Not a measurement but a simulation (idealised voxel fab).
Process module heading - voxel double patterning
cross-section cut | 220 nm wide | cells 5 nm
Each cross-section below is a grid of square cells, stated as bands in top-down order, with one or more rows of cells making up each band. Read a band's entry like this: the first values are the height of its top and the height of its bottom in nm, and what follows is the sequence of materials from left to right, each with its width in nm. Note that "air" is empty space, and that a single material marked "edge to edge" reaches across the band from edge to edge. For the purposes of this specification, 0 denotes the height below which the wafer in its as-received condition is composed wholly of one material, and the lowermost band, lacking a lower limit, extends downward without end, as expressed in "from 0 down". With a width like "30->40", each row of cells in the band differs from the next by the same amount, the top row carrying the first number and the bottom row the second. No cell of the cross-section changed in a step that is given as "left unchanged". Look at "Entrapped voids" for the closed voids: empty spaces with no open path to the top, sized 8 cells or up. Each is width x height at distance, distance from the left edge, all nm. That trailing text on a step's line, after the settings, is the simulator's own remark on the step. "overlay nm" denotes, for a step that has a mask, the displacement of the mask to the right of its planned place, with negative values corresponding to the left.
Plan
1 RECEIVE (material Si)
2 CONFORMAL_DEP (material SiO2; thk nm 10)
3 DIRECTIONAL_DEP (material W; thk nm 15)
4 DIRECTIONAL_DEP (material SiCN; thk nm 5)
5 DIRECTIONAL_DEP (material aC; thk nm 10)
6 PATTERN (tone open; mask id FIRST; material resist; width nm 15; pitch nm 50; thk nm 25; overlay nm 0)
7 DIRECTIONAL_ETCH (etch materials aC; depth nm 5)
8 STRIP (etch materials resist)
9 DIRECTIONAL_ETCH (etch materials SiCN; depth nm 5)
10 STRIP (etch materials aC)
11 DIRECTIONAL_DEP (material aC; thk nm 10)
12 PATTERN (tone open; mask id SECOND; material resist; width nm 15; pitch nm 50; thk nm 30; overlay nm 0)
13 DIRECTIONAL_ETCH (etch materials aC; depth nm 10)
14 STRIP (etch materials resist)
15 DIRECTIONAL_ETCH (etch materials SiCN; depth nm 5)
16 STRIP (etch materials aC)
17 DIRECTIONAL_ETCH (etch materials W; depth nm 15)
18 STRIP (etch materials SiCN)
Split variable: depth nm, step 7. Plan value = first wafer. Wafers start alike.
Cross-section of the first of several wafers on receipt, reflecting completion of step 1
* from 0 down  Si edge to edge
* Entrapped voids: none
Here is the cross-section of the first of several wafers at the end of the module, after its last step, step 18
* from 25 to 10  W: 75; air: 15; W: 35; air: 15; W: 80
* from 10 to 0  SiO2 edge to edge
* from 0 down  Si edge to edge
* Entrapped voids: none
Here we cross-sectioned the last of the wafers once the module was done
* from 25 to 10  W: 50; air: 15; W: 10; air: 15; W: 10; air: 15; W: 10; air: 15; W: 10; air: 15; W: 55
* from 10 to 0  SiO2 edge to edge
* from 0 down  Si edge to edge
* Entrapped voids: none
Each wafer at the end: cells of each material gained (+) or lost (-) since it was received, then its closed voids
depth nm 5 | +88 SiO2 | +114 W | Entrapped voids: none
depth nm 10 | +88 SiO2 | +87 W | Entrapped voids: none
depth nm 15 | +88 SiO2 | +87 W | Entrapped voids: none
depth nm 20 | +88 SiO2 | +87 W | Entrapped voids: none
depth nm 25 | +88 SiO2 | +87 W | Entrapped voids: none
